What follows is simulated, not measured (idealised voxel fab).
voxel self aligned vias: a process module
Square cell edge 5 nm, section width 155 nm, ID cut.
When this document writes out a cross-section, it uses a grid of square cells and lists it as bands, beginning at the top and moving down, with a band standing for one or more rows of cells. Heads up on the band format: heights come first, top then bottom, in nm. After that it's the materials left to right, each with its width in nm. A single material flagged "edge to edge" fills the whole band edge to edge, and "air" means there's empty space there. Zero point of the height axis is 0; under it, received wafer = one material. Lowest band: continues down indefinitely, "0..down". Note: "30 to 40" means the width goes from the first number (top row of the band) to the second number (bottom row) in equal steps per row of cells. "nothing got changed" -> step changed no cross-section cell. In "Sealed-off cavities" the enclosed voids are listed, meaning empty spaces of 8 cells or larger without any opening to the top. The form is width x height at distance, distance from the left edge, units nm. Whatever follows a step's settings on its line is a remark the simulator itself makes about that step. Regarding "overlay nm": on a step with a mask, it is the distance the mask lay to the right of its planned place; a negative value places it to the left.
## Steps in the process plan
1,RECEIVE [material Si]
2,CONFORMAL_DEP [material SiO2] [thk nm 10]
3,CONFORMAL_DEP [material SiCN] [thk nm 5]
4,DIRECTIONAL_DEP [material lowk] [thk nm 25]
5,DIRECTIONAL_DEP [material aC] [thk nm 15]
6,PATTERN [tone open] [mask id LINES] [material resist] [width nm 20] [pitch nm 70] [thk nm 35] [overlay nm 0]
7,DIRECTIONAL_ETCH [etch materials aC] [depth nm 15]
8,STRIP [etch materials resist]
9,DIRECTIONAL_ETCH [etch materials lowk] [depth nm 25]
10,STRIP [etch materials aC]
11,CONFORMAL_DEP [material TiN] [thk nm 5]
12,FILL_DEP [material Ru] [thk nm 5]
13,CMP [height nm 40]
14,SELECTIVE_ETCH [etch materials W Ru TiN] [depth nm 5]
15,FILL_DEP [material SiN] [thk nm 10]
16,CMP [height nm 40]
17,DIRECTIONAL_DEP [material lowk] [thk nm 15]
18,MASKED_ETCH [tone open] [mask id VIAS] [width nm 40] [etch materials lowk] [depth nm 15] [overlay nm 0]
19,MASKED_ETCH [tone open] [mask id VIAS] [width nm 40] [etch materials SiN] [depth nm 5] [overlay nm 0]
20,CONFORMAL_DEP [material TiN] [thk nm 5]
21,FILL_DEP [material Cu] [thk nm 10]
22,CMP [height nm 55]
23,CONFORMAL_DEP [material SiN] [thk nm 5]
## Below: the first of two wafers, run as planned
## Cross-section of the wafer upon arrival, representing the state reached after step 1
	0..down  Si edge to edge
	Sealed-off cavities: none
## The wafer, seen in cross-section, after step 2
	10..0  SiO2 edge to edge
	Note: structure below 0 unchanged.
## The wafer, seen in cross-section, after step 3
	15..10  SiCN edge to edge
	Note: structure below 10 unchanged.
## The wafer, seen in cross-section, after step 4
	40..15  lowk edge to edge
	Note: structure below 15 unchanged.
## The wafer, seen in cross-section, after step 5
	55..40  aC edge to edge
	Note: structure below 40 unchanged.
## The wafer, seen in cross-section, after step 6
	90..55  resist (30); air (20); resist (50); air (20); resist (35)
	Note: structure below 55 unchanged.
## The wafer, seen in cross-section, after step 7
	75..55  resist (30); air (20); resist (50); air (20); resist (35)
	55..40  aC (30); air (20); aC (50); air (20); aC (35)
	Note: structure below 40 unchanged.
## The wafer, seen in cross-section, after step 8
	55..40  aC (30); air (20); aC (50); air (20); aC (35)
	Note: structure below 40 unchanged.
## The wafer, seen in cross-section, after step 9
	55..40  aC (30); air (20); aC (50); air (20); aC (35)
	40..15  lowk (30); air (20); lowk (50); air (20); lowk (35)
	Note: structure below 15 unchanged.
## The wafer, seen in cross-section, after step 10
	40..15  lowk (30); air (20); lowk (50); air (20); lowk (35)
	Note: structure below 15 unchanged.
## The wafer, seen in cross-section, after step 11
	45..40  TiN (35); air (10); TiN (60); air (10); TiN (40)
	40..20  lowk (30); TiN (5); air (10); TiN (5); lowk (50); TiN (5); air (10); TiN (5); lowk (35)
	20..15  lowk (30); TiN (20); lowk (50); TiN (20); lowk (35)
	Note: structure below 15 unchanged.
## The wafer, seen in cross-section, after step 12
	50..45  Ru edge to edge
	45..40  TiN (35); Ru (10); TiN (60); Ru (10); TiN (40)
	40..20  lowk (30); TiN (5); Ru (10); TiN (5); lowk (50); TiN (5); Ru (10); TiN (5); lowk (35)
	Note: structure below 20 unchanged.
## The wafer, seen in cross-section, after step 13
	40..20  lowk (30); TiN (5); Ru (10); TiN (5); lowk (50); TiN (5); Ru (10); TiN (5); lowk (35)
	Note: structure below 20 unchanged.
## The wafer, seen in cross-section, after step 14
	40..35  lowk (30); air (20); lowk (50); air (20); lowk (35)
	Note: structure below 35 unchanged.
## The wafer, seen in cross-section, after step 15
	50..40  SiN edge to edge
	40..35  lowk (30); SiN (20); lowk (50); SiN (20); lowk (35)
	Note: structure below 35 unchanged.
## The wafer, seen in cross-section, after step 16
	40..35  lowk (30); SiN (20); lowk (50); SiN (20); lowk (35)
	Note: structure below 35 unchanged.
## The wafer, seen in cross-section, after step 17
	55..40  lowk edge to edge
	Note: structure below 40 unchanged.
## The wafer, seen in cross-section, after step 18
	55..40  lowk (20); air (40); lowk (95)
	Note: structure below 40 unchanged.
## The wafer, seen in cross-section, after step 19
	55..40  lowk (20); air (40); lowk (95)
	40..35  lowk (30); air (20); lowk (50); SiN (20); lowk (35)
	Note: structure below 35 unchanged.
## The wafer, seen in cross-section, after step 20
	60..55  TiN (25); air (30); TiN (100)
	55..45  lowk (20); TiN (5); air (30); TiN (5); lowk (95)
	45..40  lowk (20); TiN (15); air (10); TiN (15); lowk (95)
	40..35  lowk (30); TiN (20); lowk (50); SiN (20); lowk (35)
	Note: structure below 35 unchanged.
## The wafer, seen in cross-section, after step 21
	70..60  Cu edge to edge
	60..55  TiN (25); Cu (30); TiN (100)
	55..45  lowk (20); TiN (5); Cu (30); TiN (5); lowk (95)
	45..40  lowk (20); TiN (15); Cu (10); TiN (15); lowk (95)
	Note: structure below 40 unchanged.
## The wafer, seen in cross-section, after step 22
	55..45  lowk (20); TiN (5); Cu (30); TiN (5); lowk (95)
	Note: structure below 45 unchanged.
## The wafer, seen in cross-section, after step 23
	60..55  SiN edge to edge
	Note: structure below 55 unchanged.
## The second wafer was prepared from the same starting point and under the same plan as the first; its processing contained one mistake, and it remains indistinguishable from the first wafer up to and including step 17
## Here is the second wafer in cross-section at the point where step 18 of the plan should have been done
	55..40  lowk (15); air (50); lowk (90)
	Note: structure below 40 unchanged.
## Here is the second wafer in cross-section at the point where step 19 of the plan should have been done
	55..40  lowk (15); air (50); lowk (90)
	40..35  lowk (30); air (20); lowk (50); SiN (20); lowk (35)
	Note: structure below 35 unchanged.
## Here is the second wafer in cross-section at the point where step 20 of the plan should have been done
	60..55  TiN (20); air (40); TiN (95)
	55..45  lowk (15); TiN (5); air (40); TiN (5); lowk (90)
	45..40  lowk (15); TiN (20); air (10); TiN (20); lowk (90)
	40..35  lowk (30); TiN (20); lowk (50); SiN (20); lowk (35)
	Note: structure below 35 unchanged.
## Here is the second wafer in cross-section at the point where step 21 of the plan should have been done
	70..60  Cu edge to edge
	60..55  TiN (20); Cu (40); TiN (95)
	55..45  lowk (15); TiN (5); Cu (40); TiN (5); lowk (90)
	45..40  lowk (15); TiN (20); Cu (10); TiN (20); lowk (90)
	Note: structure below 40 unchanged.
## Here is the second wafer in cross-section at the point where step 22 of the plan should have been done
	55..45  lowk (15); TiN (5); Cu (40); TiN (5); lowk (90)
	Note: structure below 45 unchanged.
## Here is the second wafer in cross-section at the point where step 23 of the plan should have been done
	60..55  SiN edge to edge
	Note: structure below 55 unchanged.
What was the processing mistake? step 18 was not run as planned; what actually ran was MASKED_ETCH [tone open] [mask id VIAS] [width nm 50] [etch materials lowk] [depth nm 15] [overlay nm 0]
Cell-count delta at end, second wafer over first, by material: Cu +4 | TiN +2 | lowk -6
